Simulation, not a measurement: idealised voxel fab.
process module | voxel wiring stack
cross-section cut | 170 nm wide | cells 5 nm
A cross-section is a grid of square cells, given in bands from the top down. A band is one or more rows of cells.
Each band's line starts with the height of the band's top and of its bottom, in nm. Then come its materials from left to right, each with its width in nm. One material with "throughout" fills the band from edge to edge. "air" is empty space.
Height 0 is the level under which the wafer as received is all one material. The lowest band goes on downwards, as in "0 down".
A width such as "30 to 40" changes by the same amount from each row of cells to the next, from the band's top row to its bottom row.
"no change" after a step means that no cell of the cross-section changed.
closed voids: empty space of 8 cells or more with no open way to the top, each as width x height at its distance from the left edge, in nm
after a step's settings: what the simulator itself notes on the step
overlay nm, on a step with a mask: how far to the right of its planned place the mask lay; to the left if negative
Each pair below shows a cross-section before one step and the cross-section after it, down to the lowest band that changed. The line under each pair gives the step between them, with its settings. The pairs can come from different runs of this module on the same starting wafer, so a pair continues from the pair above only where its "before" says so.
before
  95 to 85: Ru throughout
  85 to 80: TiN 30 | Ru 20 | TiN 25 | Ru 20 | TiN 25 | Ru 20 | TiN 30
  80 to 70: SiO2 25 | TiN 5 | Ru 20 | TiN 5 | SiO2 15 | TiN 5 | Ru 20 | TiN 5 | SiO2 15 | TiN 5 | Ru 20 | TiN 5 | SiO2 25
  70 to 65: SiO2 25 | TiN 5 | Ru 10 | TiN 15 | SiO2 15 | TiN 30 | SiO2 15 | TiN 5 | Ru 10 | TiN 15 | SiO2 25
  65 to 50: SiO2 25 | TiN 5 | Ru 10 | TiN 5 | SiO2 70 | TiN 5 | Ru 10 | TiN 5 | SiO2 35
  50 to 45: SiCN 25 | TiN 20 | SiCN 70 | TiN 20 | SiCN 35
  45 to 20: SiO2 20 | SiCN 5 | W 30 | SiCN 5 | SiO2 5 | SiCN 5 | W 30 | SiCN 5 | SiO2 5 | SiCN 5 | W 30 | SiCN 5 | SiO2 20
  20 to 15: SiCN 25 | TiN 30 | SiCN 15 | TiN 30 | SiCN 15 | TiN 30 | SiCN 25
  15 to 0: SiO2 throughout
  0 down: Si throughout
  closed voids: none
after
  80 to 70: SiO2 25 | TiN 5 | Ru 20 | TiN 5 | SiO2 15 | TiN 5 | Ru 20 | TiN 5 | SiO2 15 | TiN 5 | Ru 20 | TiN 5 | SiO2 25
  below 70: unchanged
  closed voids: none
the step between: op CMP | height nm 80
before: the cross-section after the pair above
after
  85 to 80: SiCN throughout
  below 80: unchanged
  closed voids: none
the step between: op CONFORMAL_DEP | material SiCN | thk nm 5
before
  45 to 20: air 25 | W 30 | air 15 | W 30 | air 15 | W 30 | air 25
  20 to 15: TiN throughout
  15 to 0: SiO2 throughout
  0 down: Si throughout
  closed voids: none
after
  45 to 20: air 25 | W 30 | air 15 | W 30 | air 15 | W 30 | air 25
  20 to 15: air 15 | TiN 40 | air 5 | TiN 40 | air 5 | TiN 40 | air 25
  below 15: unchanged
  closed voids: none
the step between: op MASKED_ETCH | tone cover | mask id METAL_1 | width nm 30 | pitch nm 45 | etch materials TiN | depth nm 5 | overlay nm -10
before: the cross-section after the pair above
after
  50 to 45: air 20 | SiCN 40 | air 5 | SiCN 40 | air 5 | SiCN 40 | air 20
  45 to 25: air 20 | SiCN 5 | W 30 | SiCN 5 | air 5 | SiCN 5 | W 30 | SiCN 5 | air 5 | SiCN 5 | W 30 | SiCN 5 | air 20
  25 to 20: air 10 | SiCN 15 | W 30 | SiCN 15 | W 30 | SiCN 15 | W 30 | SiCN 5 | air 20
  20 to 15: SiCN 15 | TiN 40 | SiCN 5 | TiN 40 | SiCN 5 | TiN 40 | SiCN 25
  below 15: unchanged
  closed voids: none
the step between: op CONFORMAL_DEP | material SiCN | thk nm 5
before: the cross-section after the pair above
after
  55 to 50: SiO2 throughout
  50 to 45: SiO2 20 | SiCN 40 | SiO2 5 | SiCN 40 | SiO2 5 | SiCN 40 | SiO2 20
  45 to 25: SiO2 20 | SiCN 5 | W 30 | SiCN 5 | SiO2 5 | SiCN 5 | W 30 | SiCN 5 | SiO2 5 | SiCN 5 | W 30 | SiCN 5 | SiO2 20
  25 to 20: SiO2 10 | SiCN 15 | W 30 | SiCN 15 | W 30 | SiCN 15 | W 30 | SiCN 5 | SiO2 20
  below 20: unchanged
  closed voids: none
the step between: op FILL_DEP | material SiO2 | thk nm 5
before: the cross-section after the pair above
after
  45 to 25: SiO2 20 | SiCN 5 | W 30 | SiCN 5 | SiO2 5 | SiCN 5 | W 30 | SiCN 5 | SiO2 5 | SiCN 5 | W 30 | SiCN 5 | SiO2 20
  below 25: unchanged
  closed voids: none
the step between: op CMP | height nm 45
before: the cross-section after the pair above
after
  50 to 45: SiCN throughout
  below 45: unchanged
  closed voids: none
the step between: op CONFORMAL_DEP | material SiCN | thk nm 5
before: the cross-section after the pair above
after
  80 to 50: SiO2 throughout
  below 50: unchanged
  closed voids: none
the step between: op DIRECTIONAL_DEP | material SiO2 | thk nm 30
before: the cross-section after the pair above
after
  95 to 80: aC throughout
  below 80: unchanged
  closed voids: none
the step between: op DIRECTIONAL_DEP | material aC | thk nm 15
before: the cross-section after the pair above
after
  130 to 95: resist 25 | air 15 | resist 75 | air 15 | resist 40
  below 95: unchanged
  closed voids: none
the step between: op PATTERN | tone open | mask id METAL_2_HOLES | material resist | width nm 15 | pitch nm 90 | thk nm 35 | overlay nm 0
before: the cross-section after the pair above
after
  115 to 95: resist 25 | air 15 | resist 75 | air 15 | resist 40
  95 to 80: aC 25 | air 15 | aC 75 | air 15 | aC 40
  below 80: unchanged
  closed voids: none
the step between: op DIRECTIONAL_ETCH | etch materials aC | depth nm 15
before: the cross-section after the pair above
after
  95 to 80: aC 25 | air 15 | aC 75 | air 15 | aC 40
  below 80: unchanged
  closed voids: none
the step between: op STRIP | etch materials resist
before: the cross-section after the pair above
after
  95 to 80: aC 25 | air 15 | aC 75 | air 15 | aC 40
  80 to 50: SiO2 25 | air 15 | SiO2 75 | air 15 | SiO2 40
  below 50: unchanged
  closed voids: none
the step between: op DIRECTIONAL_ETCH | etch materials SiO2 | depth nm 30
before: the cross-section after the pair above
after
  80 to 50: SiO2 25 | air 15 | SiO2 75 | air 15 | SiO2 40
  below 50: unchanged
  closed voids: none
the step between: op STRIP | etch materials aC
before: the cross-section after the pair above
after
  95 to 80: resist 25 | air 30 | resist 15 | air 30 | resist 15 | air 30 | resist 25
  below 80: unchanged
  closed voids: none
the step between: op PATTERN | tone open | mask id METAL_2 | material resist | width nm 30 | pitch nm 45 | thk nm 15 | overlay nm 0
before: the cross-section after the pair above
after
  95 to 80: resist 25 | air 30 | resist 15 | air 30 | resist 15 | air 30 | resist 25
  80 to 65: SiO2 25 | air 30 | SiO2 15 | air 30 | SiO2 15 | air 30 | SiO2 25
  below 65: unchanged
  closed voids: none
the step between: op DIRECTIONAL_ETCH | etch materials SiO2 | depth nm 15
before: the cross-section after the pair above
after
  95 to 80: resist 25 | air 30 | resist 15 | air 30 | resist 15 | air 30 | resist 25
  80 to 65: SiO2 25 | air 30 | SiO2 15 | air 30 | SiO2 15 | air 30 | SiO2 25
  65 to 50: SiO2 25 | air 15 | SiO2 75 | air 15 | SiO2 40
  50 to 45: SiCN 25 | air 15 | SiCN 75 | air 15 | SiCN 40
  below 45: unchanged
  closed voids: none
the step between: op DIRECTIONAL_ETCH | etch materials SiCN | depth nm 5
before: the cross-section after the pair above
after
  80 to 65: SiO2 25 | air 30 | SiO2 15 | air 30 | SiO2 15 | air 30 | SiO2 25
  below 65: unchanged
  closed voids: none
the step between: op STRIP | etch materials resist
before: the cross-section after the pair above
after
  85 to 80: TiN 30 | air 20 | TiN 25 | air 20 | TiN 25 | air 20 | TiN 30
  80 to 70: SiO2 25 | TiN 5 | air 20 | TiN 5 | SiO2 15 | TiN 5 | air 20 | TiN 5 | SiO2 15 | TiN 5 | air 20 | TiN 5 | SiO2 25
  70 to 65: SiO2 25 | TiN 5 | air 5 | TiN 20 | SiO2 15 | TiN 30 | SiO2 15 | TiN 5 | air 5 | TiN 20 | SiO2 25
  65 to 50: SiO2 25 | TiN 5 | air 5 | TiN 5 | SiO2 75 | TiN 5 | air 5 | TiN 5 | SiO2 40
  50 to 45: SiCN 25 | TiN 15 | SiCN 75 | TiN 15 | SiCN 40
  below 45: unchanged
  closed voids: none
the step between: op CONFORMAL_DEP | material TiN | thk nm 5
before: the cross-section after the pair above
after
  95 to 85: Ru throughout
  85 to 80: TiN 30 | Ru 20 | TiN 25 | Ru 20 | TiN 25 | Ru 20 | TiN 30
  80 to 70: SiO2 25 | TiN 5 | Ru 20 | TiN 5 | SiO2 15 | TiN 5 | Ru 20 | TiN 5 | SiO2 15 | TiN 5 | Ru 20 | TiN 5 | SiO2 25
  70 to 65: SiO2 25 | TiN 5 | Ru 5 | TiN 20 | SiO2 15 | TiN 30 | SiO2 15 | TiN 5 | Ru 5 | TiN 20 | SiO2 25
  65 to 50: SiO2 25 | TiN 5 | Ru 5 | TiN 5 | SiO2 75 | TiN 5 | Ru 5 | TiN 5 | SiO2 40
  below 50: unchanged
  closed voids: none
the step between: op FILL_DEP | material Ru | thk nm 10
before: the cross-section after the pair above
after
  80 to 70: SiO2 25 | TiN 5 | Ru 20 | TiN 5 | SiO2 15 | TiN 5 | Ru 20 | TiN 5 | SiO2 15 | TiN 5 | Ru 20 | TiN 5 | SiO2 25
  below 70: unchanged
  closed voids: none
the step between: op CMP | height nm 80
before: the cross-section after the pair above
after
  85 to 80: SiCN throughout
  below 80: unchanged
  closed voids: none
the step between: op CONFORMAL_DEP | material SiCN | thk nm 5
before
  80 to 50: SiO2 throughout
  50 to 45: SiCN throughout
  45 to 20: SiO2 20 | SiCN 5 | W 30 | SiCN 5 | SiO2 5 | SiCN 5 | W 30 | SiCN 5 | SiO2 5 | SiCN 5 | W 30 | SiCN 5 | SiO2 20
  20 to 15: SiCN 25 | TiN 30 | SiCN 15 | TiN 30 | SiCN 15 | TiN 30 | SiCN 25
  15 to 0: SiO2 throughout
  0 down: Si throughout
  closed voids: none
after
  95 to 50: SiO2 throughout
  below 50: unchanged
  closed voids: none
the step between: op DIRECTIONAL_DEP | material SiO2 | thk nm 15
before: the cross-section after the pair above
after
  130 to 95: resist 25 | air 15 | resist 75 | air 15 | resist 40
  below 95: unchanged
  closed voids: none
the step between: op PATTERN | tone open | mask id METAL_2_HOLES | material resist | width nm 15 | pitch nm 90 | thk nm 35 | overlay nm 0
before: the cross-section after the pair above
after
  115 to 95: resist 25 | air 15 | resist 75 | air 15 | resist 40
  below 95: unchanged
  closed voids: none
the step between: op DIRECTIONAL_ETCH | etch materials aC | depth nm 15
before: the cross-section after the pair above
after
  95 to 50: SiO2 throughout
  below 50: unchanged
  closed voids: none
the step between: op STRIP | etch materials resist
before: the cross-section after the pair above
after
  65 to 50: SiO2 throughout
  below 50: unchanged
  closed voids: none
the step between: op DIRECTIONAL_ETCH | etch materials SiO2 | depth nm 30
before: the cross-section after the pair above
after
  80 to 65: resist 25 | air 30 | resist 15 | air 30 | resist 15 | air 30 | resist 25
  below 65: unchanged
  closed voids: none
the step between: op PATTERN | tone open | mask id METAL_2 | material resist | width nm 30 | pitch nm 45 | thk nm 15 | overlay nm 0
before: the cross-section after the pair above
after
  80 to 65: resist 25 | air 30 | resist 15 | air 30 | resist 15 | air 30 | resist 25
  65 to 50: SiO2 25 | air 30 | SiO2 15 | air 30 | SiO2 15 | air 30 | SiO2 25
  below 50: unchanged
  closed voids: none
the step between: op DIRECTIONAL_ETCH | etch materials SiO2 | depth nm 15
before: the cross-section after the pair above
after
  80 to 65: resist 25 | air 30 | resist 15 | air 30 | resist 15 | air 30 | resist 25
  65 to 50: SiO2 25 | air 30 | SiO2 15 | air 30 | SiO2 15 | air 30 | SiO2 25
  50 to 45: SiCN 25 | air 30 | SiCN 15 | air 30 | SiCN 15 | air 30 | SiCN 25
  below 45: unchanged
  closed voids: none
the step between: op DIRECTIONAL_ETCH | etch materials SiCN | depth nm 5
before: the cross-section after the pair above
after
  65 to 50: SiO2 25 | air 30 | SiO2 15 | air 30 | SiO2 15 | air 30 | SiO2 25
  below 50: unchanged
  closed voids: none
the step between: op STRIP | etch materials resist
before: the cross-section after the pair above
after
  70 to 65: TiN 30 | air 20 | TiN 25 | air 20 | TiN 25 | air 20 | TiN 30
  65 to 50: SiO2 25 | TiN 5 | air 20 | TiN 5 | SiO2 15 | TiN 5 | air 20 | TiN 5 | SiO2 15 | TiN 5 | air 20 | TiN 5 | SiO2 25
  50 to 45: SiCN 25 | TiN 30 | SiCN 15 | TiN 30 | SiCN 15 | TiN 30 | SiCN 25
  below 45: unchanged
  closed voids: none
the step between: op CONFORMAL_DEP | material TiN | thk nm 5
before: the cross-section after the pair above
after
  80 to 70: Ru throughout
  70 to 65: TiN 30 | Ru 20 | TiN 25 | Ru 20 | TiN 25 | Ru 20 | TiN 30
  65 to 50: SiO2 25 | TiN 5 | Ru 20 | TiN 5 | SiO2 15 | TiN 5 | Ru 20 | TiN 5 | SiO2 15 | TiN 5 | Ru 20 | TiN 5 | SiO2 25
  below 50: unchanged
  closed voids: none
the step between: op FILL_DEP | material Ru | thk nm 10
before: the cross-section after the pair above
after
  85 to 80: SiCN throughout
  below 80: unchanged
  closed voids: none
the step between: op CONFORMAL_DEP | material SiCN | thk nm 5
before
  45 to 20: W throughout
  20 to 15: TiN throughout
  15 to 0: SiO2 throughout
  0 down: Si throughout
  closed voids: none
after
  45 to 20: W 25 | air 30 | W 15 | air 30 | W 15 | air 30 | W 25
  below 20: unchanged
  closed voids: none
the step between: op MASKED_ETCH | tone open | mask id METAL_1 | width nm 30 | pitch nm 45 | etch materials W | depth nm 25 | overlay nm 0
before: the cross-section after the pair above
after
  50 to 45: SiCN 30 | air 20 | SiCN 25 | air 20 | SiCN 25 | air 20 | SiCN 30
  45 to 25: W 25 | SiCN 5 | air 20 | SiCN 5 | W 15 | SiCN 5 | air 20 | SiCN 5 | W 15 | SiCN 5 | air 20 | SiCN 5 | W 25
  25 to 20: W 25 | SiCN 30 | W 15 | SiCN 30 | W 15 | SiCN 30 | W 25
  below 20: unchanged
  closed voids: none
the step between: op CONFORMAL_DEP | material SiCN | thk nm 5
before: the cross-section after the pair above
after
  55 to 50: SiO2 throughout
  50 to 45: SiCN 30 | SiO2 20 | SiCN 25 | SiO2 20 | SiCN 25 | SiO2 20 | SiCN 30
  45 to 25: W 25 | SiCN 5 | SiO2 20 | SiCN 5 | W 15 | SiCN 5 | SiO2 20 | SiCN 5 | W 15 | SiCN 5 | SiO2 20 | SiCN 5 | W 25
  below 25: unchanged
  closed voids: none
the step between: op FILL_DEP | material SiO2 | thk nm 5
before: the cross-section after the pair above
after
  45 to 25: W 25 | SiCN 5 | SiO2 20 | SiCN 5 | W 15 | SiCN 5 | SiO2 20 | SiCN 5 | W 15 | SiCN 5 | SiO2 20 | SiCN 5 | W 25
  below 25: unchanged
  closed voids: none
the step between: op CMP | height nm 45
before: the cross-section after the pair above
after
  50 to 45: SiCN throughout
  below 45: unchanged
  closed voids: none
the step between: op CONFORMAL_DEP | material SiCN | thk nm 5
before: the cross-section after the pair above
after
  80 to 50: SiO2 throughout
  below 50: unchanged
  closed voids: none
the step between: op DIRECTIONAL_DEP | material SiO2 | thk nm 30
before: the cross-section after the pair above
after
  95 to 80: aC throughout
  below 80: unchanged
  closed voids: none
the step between: op DIRECTIONAL_DEP | material aC | thk nm 15
before: the cross-section after the pair above
after
  130 to 95: resist 25 | air 15 | resist 75 | air 15 | resist 40
  below 95: unchanged
  closed voids: none
the step between: op PATTERN | tone open | mask id METAL_2_HOLES | material resist | width nm 15 | pitch nm 90 | thk nm 35 | overlay nm 0
before: the cross-section after the pair above
after
  115 to 95: resist 25 | air 15 | resist 75 | air 15 | resist 40
  95 to 80: aC 25 | air 15 | aC 75 | air 15 | aC 40
  below 80: unchanged
  closed voids: none
the step between: op DIRECTIONAL_ETCH | etch materials aC | depth nm 15
before: the cross-section after the pair above
after
  95 to 80: aC 25 | air 15 | aC 75 | air 15 | aC 40
  below 80: unchanged
  closed voids: none
the step between: op STRIP | etch materials resist
before: the cross-section after the pair above
after
  95 to 80: aC 25 | air 15 | aC 75 | air 15 | aC 40
  80 to 50: SiO2 25 | air 15 | SiO2 75 | air 15 | SiO2 40
  below 50: unchanged
  closed voids: none
the step between: op DIRECTIONAL_ETCH | etch materials SiO2 | depth nm 30
before: the cross-section after the pair above
after
  80 to 50: SiO2 25 | air 15 | SiO2 75 | air 15 | SiO2 40
  below 50: unchanged
  closed voids: none
the step between: op STRIP | etch materials aC
before: the cross-section after the pair above
after
  95 to 80: resist 25 | air 30 | resist 15 | air 30 | resist 15 | air 30 | resist 25
  below 80: unchanged
  closed voids: none
the step between: op PATTERN | tone open | mask id METAL_2 | material resist | width nm 30 | pitch nm 45 | thk nm 15 | overlay nm 0
before: the cross-section after the pair above
after
  95 to 80: resist 25 | air 30 | resist 15 | air 30 | resist 15 | air 30 | resist 25
  80 to 65: SiO2 25 | air 30 | SiO2 15 | air 30 | SiO2 15 | air 30 | SiO2 25
  below 65: unchanged
  closed voids: none
the step between: op DIRECTIONAL_ETCH | etch materials SiO2 | depth nm 15
before: the cross-section after the pair above
after
  95 to 80: resist 25 | air 30 | resist 15 | air 30 | resist 15 | air 30 | resist 25
  80 to 65: SiO2 25 | air 30 | SiO2 15 | air 30 | SiO2 15 | air 30 | SiO2 25
  65 to 50: SiO2 25 | air 15 | SiO2 75 | air 15 | SiO2 40
  50 to 45: SiCN 25 | air 15 | SiCN 75 | air 15 | SiCN 40
  below 45: unchanged
  closed voids: none
the step between: op DIRECTIONAL_ETCH | etch materials SiCN | depth nm 5
before: the cross-section after the pair above
after
  80 to 65: SiO2 25 | air 30 | SiO2 15 | air 30 | SiO2 15 | air 30 | SiO2 25
  below 65: unchanged
  closed voids: none
the step between: op STRIP | etch materials resist
before: the cross-section after the pair above
after
  85 to 80: TiN 30 | air 20 | TiN 25 | air 20 | TiN 25 | air 20 | TiN 30
  80 to 70: SiO2 25 | TiN 5 | air 20 | TiN 5 | SiO2 15 | TiN 5 | air 20 | TiN 5 | SiO2 15 | TiN 5 | air 20 | TiN 5 | SiO2 25
  70 to 65: SiO2 25 | TiN 5 | air 5 | TiN 20 | SiO2 15 | TiN 30 | SiO2 15 | TiN 5 | air 5 | TiN 20 | SiO2 25
  65 to 50: SiO2 25 | TiN 5 | air 5 | TiN 5 | SiO2 75 | TiN 5 | air 5 | TiN 5 | SiO2 40
  50 to 45: SiCN 25 | TiN 15 | SiCN 75 | TiN 15 | SiCN 40
  below 45: unchanged
  closed voids: none
the step between: op CONFORMAL_DEP | material TiN | thk nm 5
before: the cross-section after the pair above
after
  95 to 85: Ru throughout
  85 to 80: TiN 30 | Ru 20 | TiN 25 | Ru 20 | TiN 25 | Ru 20 | TiN 30
  80 to 70: SiO2 25 | TiN 5 | Ru 20 | TiN 5 | SiO2 15 | TiN 5 | Ru 20 | TiN 5 | SiO2 15 | TiN 5 | Ru 20 | TiN 5 | SiO2 25
  70 to 65: SiO2 25 | TiN 5 | Ru 5 | TiN 20 | SiO2 15 | TiN 30 | SiO2 15 | TiN 5 | Ru 5 | TiN 20 | SiO2 25
  65 to 50: SiO2 25 | TiN 5 | Ru 5 | TiN 5 | SiO2 75 | TiN 5 | Ru 5 | TiN 5 | SiO2 40
  below 50: unchanged
  closed voids: none
the step between: op FILL_DEP | material Ru | thk nm 10
before: the cross-section after the pair above
after
  80 to 70: SiO2 25 | TiN 5 | Ru 20 | TiN 5 | SiO2 15 | TiN 5 | Ru 20 | TiN 5 | SiO2 15 | TiN 5 | Ru 20 | TiN 5 | SiO2 25
  below 70: unchanged
  closed voids: none
the step between: op CMP | height nm 80
before: the cross-section after the pair above
after
  85 to 80: SiCN throughout
  below 80: unchanged
  closed voids: none
the step between: op CONFORMAL_DEP | material SiCN | thk nm 5
